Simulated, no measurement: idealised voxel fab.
You're looking at the process module voxel capacitor over wiring.
This is section cut - it's 300 nm across, gridded in 5 nm square cells.
Bands, listed from the top down, are how a cross-section gets written in this document; the cross-section itself is a grid of square cells, and a band is one or more rows of them. Look at the band entry: it leads with the top's height and the bottom's height in nm. Then it lists the materials left to right, with a width in nm for each. The word "everywhere" on a single material says that material fills the band edge to edge. The word "empty" is empty space. The level at which height equals 0 is the one under which the wafer, as it arrives, is entirely one material. No lower edge exists for the bottom band, which continues downward and is notated as in "z 0 and below". The expression "30..40" gives the width at the extremes of the band, the first number at its top row of cells and the second at its bottom row, with the width changing by equal amounts from each row to the next in between. When a step is marked "remained unchanged", none of the cells in the cross-section changed during that step. Closed empty spaces (no open way to the top) of 8 cells or more are what "Closed void list" lists, each as width x height at distance from the left edge, nm for all three. That trailing text on a step's line, after the settings, is the simulator's own remark on the step. A step line may carry the setting "overlay nm", which, for steps involving a mask, states the distance by which the mask lay to the right of its intended position; negative values denote displacement to the left.

### Process steps foreseen in the plan
- 1: RECEIVE (material Si)
- 2: CONFORMAL_DEP (material SiO2; thk nm 10)
- 3: CONFORMAL_DEP (material SiN; thk nm 5)
- 4: DIRECTIONAL_DEP (material SiO2; thk nm 25)
- 5: DIRECTIONAL_DEP (material aC; thk nm 10)
- 6: PATTERN (tone open; mask id METAL_1; material resist; width nm 30; pitch nm 85; thk nm 30; overlay nm 0)
- 7: DIRECTIONAL_ETCH (etch materials aC; depth nm 10)
- 8: STRIP (etch materials resist)
- 9: DIRECTIONAL_ETCH (etch materials SiO2; depth nm 25)
- 10: DIRECTIONAL_ETCH (etch materials SiN; depth nm 5)
- 11: STRIP (etch materials aC)
- 12: CONFORMAL_DEP (material TiN; thk nm 5)
- 13: FILL_DEP (material Cu; thk nm 10)
- 14: CMP (height nm 40)
- 15: CONFORMAL_DEP (material SiCN; thk nm 5)
- 16: DIRECTIONAL_DEP (material lowk; thk nm 20)
- 17: MASKED_ETCH (tone open; mask id PLUG_1; width nm 15; etch materials lowk; depth nm 20; overlay nm 0)
- 18: MASKED_ETCH (tone open; mask id PLUG_1; width nm 15; etch materials SiCN; depth nm 5; overlay nm 0)
- 19: EPI (material Ru; thk nm 10)
- 20: EPI (material Ru; thk nm 10)
- 21: EPI (material Ru; thk nm 5)
- 22: DIRECTIONAL_DEP (material TiN; thk nm 10)
- 23: DIRECTIONAL_DEP (material SiN; thk nm 5)
- 24: DIRECTIONAL_DEP (material TiN; thk nm 5)
- 25: MASKED_ETCH (tone cover; mask id UPPER_PLATE; width nm 60; etch materials TiN; depth nm 5; overlay nm 0)
- 26: MASKED_ETCH (tone cover; mask id UPPER_PLATE; width nm 60; etch materials SiN; depth nm 5; overlay nm 0)
- 27: PATTERN (tone cover; mask id LOWER_PLATE; material resist; width nm 70; thk nm 15; overlay nm 0)
- 28: DIRECTIONAL_ETCH (etch materials TiN; depth nm 10)
- 29: STRIP (etch materials resist)
- 30: FILL_DEP (material SiO2; thk nm 15)
- 31: CMP (height nm 95)
- 32: MASKED_ETCH (tone open; mask id PLUG_2; width nm 15; etch materials SiO2; depth nm 10; overlay nm 0)
- 33: CONFORMAL_DEP (material TiN; thk nm 5)
- 34: FILL_DEP (material W; thk nm 5)
- 35: CMP (height nm 95)
- 36: CONFORMAL_DEP (material SiCN; thk nm 5)
What sets these wafers apart? The thk nm at step 33. They all start alike, and the plan carries the first wafer's value.

### Cross-section, first of several wafers, as delivered after step 1
> z 0 and below  Si everywhere
> Closed void list: none

### Cross-sectional representation of the first of several wafers at the end of the module, i.e. after its terminal step, step 36
> z 100 to 95  SiCN everywhere
> z 95 to 90  115 nm SiO2, 5 nm TiN, 5 nm W, 5 nm TiN, 170 nm SiO2
> z 90 to 80  115..105 nm SiO2, 15..60 nm TiN, 170..135 nm SiO2
> z 80 to 75  105 nm SiO2, 60 nm SiN, 135 nm SiO2
> z 75 to 65  100 nm SiO2, 70 nm TiN, 130 nm SiO2
> z 65 to 45  105 nm lowk, 15 nm Ru, 180 nm lowk
> z 45 to 40  105 nm SiCN, 15 nm Ru, 180 nm SiCN
> z 40 to 15  90 nm SiO2, 5 nm TiN, 20 nm Cu, 5 nm TiN, 55 nm SiO2, 5 nm TiN, 20 nm Cu, 5 nm TiN, 95 nm SiO2
> z 15 to 10  90 nm SiN, 30 nm TiN, 55 nm SiN, 30 nm TiN, 95 nm SiN
> z 10 to 0  SiO2 everywhere
> z 0 and below  Si everywhere
> Closed void list: none

### Cross-sectional view of the final wafer of several at the module's end
> z 100 to 95  SiCN everywhere
> z 95 to 85  115 nm SiO2, 15 nm TiN, 170 nm SiO2
> z 85 to 80  105 nm SiO2, 60 nm TiN, 135 nm SiO2
> z 80 to 75  105 nm SiO2, 60 nm SiN, 135 nm SiO2
> z 75 to 65  100 nm SiO2, 70 nm TiN, 130 nm SiO2
> z 65 to 45  105 nm lowk, 15 nm Ru, 180 nm lowk
> z 45 to 40  105 nm SiCN, 15 nm Ru, 180 nm SiCN
> z 40 to 15  90 nm SiO2, 5 nm TiN, 20 nm Cu, 5 nm TiN, 55 nm SiO2, 5 nm TiN, 20 nm Cu, 5 nm TiN, 95 nm SiO2
> z 15 to 10  90 nm SiN, 30 nm TiN, 55 nm SiN, 30 nm TiN, 95 nm SiN
> z 10 to 0  SiO2 everywhere
> z 0 and below  Si everywhere
> Closed void list: none

### Gained (+) or lost (-) cells of each material since receipt, then closed voids: one row per wafer, at the end of the module
thk nm 5; +40 Cu; +15 Ru; +117 SiCN; +60 SiN; +662 SiO2; +77 TiN; +1 W; +228 lowk; Closed void list: none
thk nm 10; +40 Cu; +15 Ru; +117 SiCN; +60 SiN; +662 SiO2; +78 TiN; +228 lowk; Closed void list: none
thk nm 15; +40 Cu; +15 Ru; +117 SiCN; +60 SiN; +662 SiO2; +78 TiN; +228 lowk; Closed void list: none
thk nm 20; +40 Cu; +15 Ru; +117 SiCN; +60 SiN; +662 SiO2; +78 TiN; +228 lowk; Closed void list: none
